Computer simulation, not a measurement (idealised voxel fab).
process module | voxel spacer lines
cross-section cut | 215 nm wide | cells 5 nm
A cross-section is a grid of square cells, given in bands from the top down. A band is one or more rows of cells.
Each band's line starts with the height of the band's top and of its bottom, in nm. Then come its materials from left to right, each with its width in nm. One material with "throughout" fills the band from edge to edge. "air" is empty space.
Height 0 is the level under which the wafer as received is all one material. The lowest band goes on downwards, as in "0 down".
A width such as "30 to 40" changes by the same amount from each row of cells to the next, from the band's top row to its bottom row.
"no change" after a step means that no cell of the cross-section changed.
closed voids: empty space of 8 cells or more with no open way to the top, each as width x height at its distance from the left edge, in nm
after a step's settings: what the simulator itself notes on the step
overlay nm, on a step with a mask: how far to the right of its planned place the mask lay; to the left if negative
plan
1 op RECEIVE | material Si
2 op CONFORMAL_DEP | material Al2O3 | thk nm 10
3 op DIRECTIONAL_DEP | material SiN | thk nm 15
4 op DIRECTIONAL_DEP | material aC | thk nm 30
5 op PATTERN | tone cover | mask id MANDREL | material resist | width nm 15 | pitch nm 60 | thk nm 40 | overlay nm 0
6 op DIRECTIONAL_ETCH | etch materials aC | depth nm 30
7 op STRIP | etch materials resist
8 op CONFORMAL_DEP | material SiO2 | thk nm 15
9 op DIRECTIONAL_ETCH | etch materials SiO2 | depth nm 15
10 op STRIP | etch materials aC
11 op DIRECTIONAL_ETCH | etch materials SiN | depth nm 15
12 op STRIP | etch materials SiO2
first wafer, as planned
as received, after step 1
  0 down: Si throughout
  closed voids: none
after step 2
  10 to 0: Al2O3 throughout
  below 0: unchanged
after step 3
  25 to 10: SiN throughout
  below 10: unchanged
after step 4
  55 to 25: aC throughout
  below 25: unchanged
after step 5
  95 to 55: air 70 | resist 15 | air 45 | resist 15 | air 70
  below 55: unchanged
after step 6
  65 to 55: air 70 | resist 15 | air 45 | resist 15 | air 70
  55 to 25: air 70 | aC 15 | air 45 | aC 15 | air 70
  below 25: unchanged
after step 7
  55 to 25: air 70 | aC 15 | air 45 | aC 15 | air 70
  below 25: unchanged
after step 8
  70 to 55: air 55 | SiO2 45 | air 15 | SiO2 45 | air 55
  55 to 40: air 55 | SiO2 15 | aC 15 | SiO2 15 | air 15 | SiO2 15 | aC 15 | SiO2 15 | air 55
  40 to 25: SiO2 70 | aC 15 | SiO2 45 | aC 15 | SiO2 70
  below 25: unchanged
after step 9
  55 to 25: air 55 | SiO2 15 | aC 15 | SiO2 15 | air 15 | SiO2 15 | aC 15 | SiO2 15 | air 55
  below 25: unchanged
after step 10
  55 to 25: air 55 | SiO2 15 | air 15 | SiO2 15 | air 15 | SiO2 15 | air 15 | SiO2 15 | air 55
  below 25: unchanged
after step 11
  55 to 25: air 55 | SiO2 15 | air 15 | SiO2 15 | air 15 | SiO2 15 | air 15 | SiO2 15 | air 55
  25 to 10: air 55 | SiN 15 | air 15 | SiN 15 | air 15 | SiN 15 | air 15 | SiN 15 | air 55
  below 10: unchanged
after step 12
  25 to 10: air 55 | SiN 15 | air 15 | SiN 15 | air 15 | SiN 15 | air 15 | SiN 15 | air 55
  below 10: unchanged
second wafer: like start, like plan, one mistake. Through step 4 it matches the first wafer
when step 5 should have ended
  95 to 55: air 70 | resist 20 | air 40 | resist 20 | air 65
  below 55: unchanged
when step 6 should have ended
  65 to 55: air 70 | resist 20 | air 40 | resist 20 | air 65
  55 to 25: air 70 | aC 20 | air 40 | aC 20 | air 65
  below 25: unchanged
when step 7 should have ended
  55 to 25: air 70 | aC 20 | air 40 | aC 20 | air 65
  below 25: unchanged
when step 8 should have ended
  70 to 55: air 55 | SiO2 50 | air 10 | SiO2 50 | air 50
  55 to 40: air 55 | SiO2 15 | aC 20 | SiO2 15 | air 10 | SiO2 15 | aC 20 | SiO2 15 | air 50
  40 to 25: SiO2 70 | aC 20 | SiO2 40 | aC 20 | SiO2 65
  below 25: unchanged
when step 9 should have ended
  55 to 25: air 55 | SiO2 15 | aC 20 | SiO2 15 | air 10 | SiO2 15 | aC 20 | SiO2 15 | air 50
  below 25: unchanged
when step 10 should have ended
  55 to 25: air 55 | SiO2 15 | air 20 | SiO2 15 | air 10 | SiO2 15 | air 20 | SiO2 15 | air 50
  below 25: unchanged
when step 11 should have ended
  55 to 25: air 55 | SiO2 15 | air 20 | SiO2 15 | air 10 | SiO2 15 | air 20 | SiO2 15 | air 50
  25 to 10: air 55 | SiN 15 | air 20 | SiN 15 | air 10 | SiN 15 | air 20 | SiN 15 | air 50
  below 10: unchanged
when step 12 should have ended
  25 to 10: air 55 | SiN 15 | air 20 | SiN 15 | air 10 | SiN 15 | air 20 | SiN 15 | air 50
  below 10: unchanged
what went wrong: step 5 ran as: op PATTERN | tone cover | mask id MANDREL | material resist | width nm 20 | pitch nm 60 | thk nm 40 | overlay nm 0
at the end the second wafer has, in cells: as many of each material as the first, in other places
